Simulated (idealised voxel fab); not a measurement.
This section sets out a process module, namely voxel capacitor over wiring.
Shown is cross-section cut, with a width of 160 nm and square cells of size 5 nm.
A cross-section is a grid of square cells, given in bands from the top down. A band is one or more rows of cells. The band entry comprises the height of the band's top followed by the height of its bottom, expressed in nm, and subsequently the band's materials from left to right, each stated together with its width in nm. Where a single material is marked with the word "full width", that material fills the band from edge to edge. The word "empty" represents empty space. The level at which height equals 0 is the one under which the wafer, as it arrives, is entirely one material. No lower edge exists for the bottom band, which continues downward and is notated as in "0 and below". A width such as "30..40" changes by the same amount from each row of cells to the next, from the band's top row to its bottom row. "remained unchanged" after a step means that no cell of the cross-section changed. Enclosed voids (no open way to top), threshold 8 cells or more, entry "Entrapped voids", notation width x height at distance, distance from left edge, nm. Past the settings on a step's line: simulator remark, on that step. overlay nm: on a step with a mask, how far right of its planned place the mask lay; negative means left.
These are the steps we planned for the process:
- 1: RECEIVE [material Si]
- 2: CONFORMAL_DEP [material SiO2] [thk nm 15]
- 3: DIRECTIONAL_DEP [material TiN] [thk nm 5]
- 4: DIRECTIONAL_DEP [material W] [thk nm 20]
- 5: DIRECTIONAL_DEP [material aC] [thk nm 15]
- 6: PATTERN [tone cover] [mask id METAL_1] [material resist] [width nm 30] [pitch nm 95] [thk nm 30] [overlay nm 0]
- 7: DIRECTIONAL_ETCH [etch materials aC] [depth nm 15]
- 8: STRIP [etch materials resist]
- 9: DIRECTIONAL_ETCH [etch materials W] [depth nm 20]
- 10: DIRECTIONAL_ETCH [etch materials TiN] [depth nm 5]
- 11: STRIP [etch materials aC]
- 12: FILL_DEP [material lowk] [thk nm 10]
- 13: CMP [height nm 40]
- 14: CONFORMAL_DEP [material SiCN] [thk nm 5]
- 15: DIRECTIONAL_DEP [material SiO2] [thk nm 20]
- 16: PATTERN [tone open] [mask id PLUG_1] [material resist] [width nm 15] [thk nm 15] [overlay nm 0]
- 17: DIRECTIONAL_ETCH [etch materials SiO2] [depth nm 20]
- 18: DIRECTIONAL_ETCH [etch materials SiCN] [depth nm 5]
- 19: STRIP [etch materials resist]
- 20: CONFORMAL_DEP [material TiN] [thk nm 5]
- 21: FILL_DEP [material Cu] [thk nm 10]
- 22: CMP [height nm 65]
- 23: DIRECTIONAL_DEP [material TiN] [thk nm 10]
- 24: DIRECTIONAL_DEP [material SiN] [thk nm 5]
- 25: DIRECTIONAL_DEP [material TiN] [thk nm 5]
- 26: PATTERN [tone cover] [mask id UPPER_PLATE] [material resist] [width nm 70] [thk nm 15] [overlay nm 0]
- 27: DIRECTIONAL_ETCH [etch materials TiN] [depth nm 5]
- 28: DIRECTIONAL_ETCH [etch materials SiN] [depth nm 5]
- 29: STRIP [etch materials resist]
- 30: PATTERN [tone cover] [mask id LOWER_PLATE] [material resist] [width nm 80] [thk nm 15] [overlay nm 0]
- 31: DIRECTIONAL_ETCH [etch materials TiN] [depth nm 10]
- 32: STRIP [etch materials resist]
- 33: FILL_DEP [material SiO2] [thk nm 20]
- 34: CMP [height nm 100]
- 35: MASKED_ETCH [tone open] [mask id PLUG_2] [width nm 15] [etch materials SiO2] [depth nm 15] [overlay nm 0]
- 36: CONFORMAL_DEP [material TiN] [thk nm 5]
- 37: FILL_DEP [material Ru] [thk nm 10]
- 38: CMP [height nm 100]
- 39: CONFORMAL_DEP [material SiCN] [thk nm 5]
Shown in cross-section is the wafer as received, that is, as it stands after step 1:
    0 and below: Si full width
    Entrapped voids: none
Same starting wafer, same plan as above, one mistake in the execution; this is the cross-section at the end of the module:
    105 down to 100: SiCN full width
    100 down to 90: SiO2 40 nm; TiN 5 nm; Ru 5 nm; TiN 5 nm; SiO2 105 nm
    90 down to 80: SiO2 40..30 nm; TiN 15..70 nm; SiO2 105..60 nm
    80 down to 75: SiO2 30 nm; SiN 70 nm; SiO2 60 nm
    75 down to 65: SiO2 25 nm; TiN 80 nm; SiO2 55 nm
    65 down to 45: SiO2 30 nm; TiN 5 nm; Cu 5 nm; TiN 5 nm; SiO2 115 nm
    45 down to 40: SiCN 30 nm; TiN 15 nm; SiCN 115 nm
    40 down to 35: lowk 15 nm; TiN 30 nm; lowk 65 nm; TiN 30 nm; lowk 20 nm
    35 down to 15: W full width
    15 down to 0: SiO2 full width
    0 and below: Si full width
    Entrapped voids: none
what went wrong: order of steps 3 and 4 inverted relative to the plan
